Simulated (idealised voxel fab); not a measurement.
Process module heading - voxel lift off
Cross-section cut: width 200 nm, square cells of 5 nm.
If you're reading a cross-section in this doc, picture square cells in a grid; it comes to you as bands, top ones listed first down to the bottom, and a band can be one or more rows of cells. Look at the band entry: it leads with the top's height and the bottom's height in nm. Then it lists the materials left to right, with a width in nm for each. The word "all across" on a single material says that material fills the band edge to edge. The word "blank" is empty space. Beneath 0, the wafer as received is one material, and that level is where height counting begins. The lowest band goes on downward without a bottom; it is written like "0 nm and below". A width given as "30 to 40" starts at the first number in the band's top row and ends at the second number in its bottom row, shifting by an equal amount at every step from row to row. Key: "nothing changed" - step with no changed cell in the cross-section. Reported under the label "Sealed void inventory" are the empty spaces having no open way to the top and comprising 8 cells or more; the notation for each is width x height at distance, in which the distance is measured from the left edge and all three values are in nm. Text after the settings on a step's line: the simulator's own remark on that step. The optional step-line setting "overlay nm" applies to steps with a mask and quantifies how far to the right of its planned location the mask lay, a negative value indicating leftward placement.
# Steps in the process plan
1) RECEIVE | material Si
2) CONFORMAL_DEP | material SiN | thk nm 10
3) PATTERN | tone open | mask id LINES | material resist | width nm 15 | pitch nm 40 | thk nm 30 | overlay nm 0
4) DIRECTIONAL_DEP | material Ru | thk nm 15
5) STRIP | etch materials resist
6) CONFORMAL_DEP | material SiO2 | thk nm 10
# Cross-section of the wafer as it came to us, i.e., already through step 1
* 0 nm and below | Si all across
* Sealed void inventory: none
# First of two wafers, end-of-module section, run followed plan
* 35 nm to 25 nm | 60 of blank; 35 of SiO2; 5 of blank; 35 of SiO2; 65 of blank
* 25 nm to 20 nm | 60 of blank; 10 of SiO2; 15 of Ru; 10 of SiO2; 5 of blank; 10 of SiO2; 15 of Ru; 10 of SiO2; 65 of blank
* 20 nm to 10 nm | 70 of SiO2; 15 of Ru; 25 of SiO2; 15 of Ru; 75 of SiO2
* 10 nm to 0 nm | SiN all across
* 0 nm and below | Si all across
* Sealed void inventory: none
# second wafer at the end: like start, like plan, one mistake
* 35 nm to 25 nm | 60 of blank; 35 of SiO2; 5 of blank; 35 of SiO2; 65 of blank
* 25 nm to 20 nm | 60 of blank; 10 of SiO2; 15 of Ru; 10 of SiO2; 5 of blank; 10 of SiO2; 15 of Ru; 10 of SiO2; 65 of blank
* 20 nm to 10 nm | 70 of SiO2; 15 of Ru; 25 of SiO2; 15 of Ru; 75 of SiO2
* 10 nm to 0 nm | SiO2 all across
* 0 nm and below | Si all across
* Sealed void inventory: none
It is concluded that the wafer was processed incorrectly with respect to the plan, in that the process deviated at step 2: the operation and settings actually run there were CONFORMAL_DEP | material SiO2 | thk nm 10
Wrapping up, a cell-based count of both wafers puts the second over or under the first for these materials: SiN: 80 fewer, SiO2: 80 more
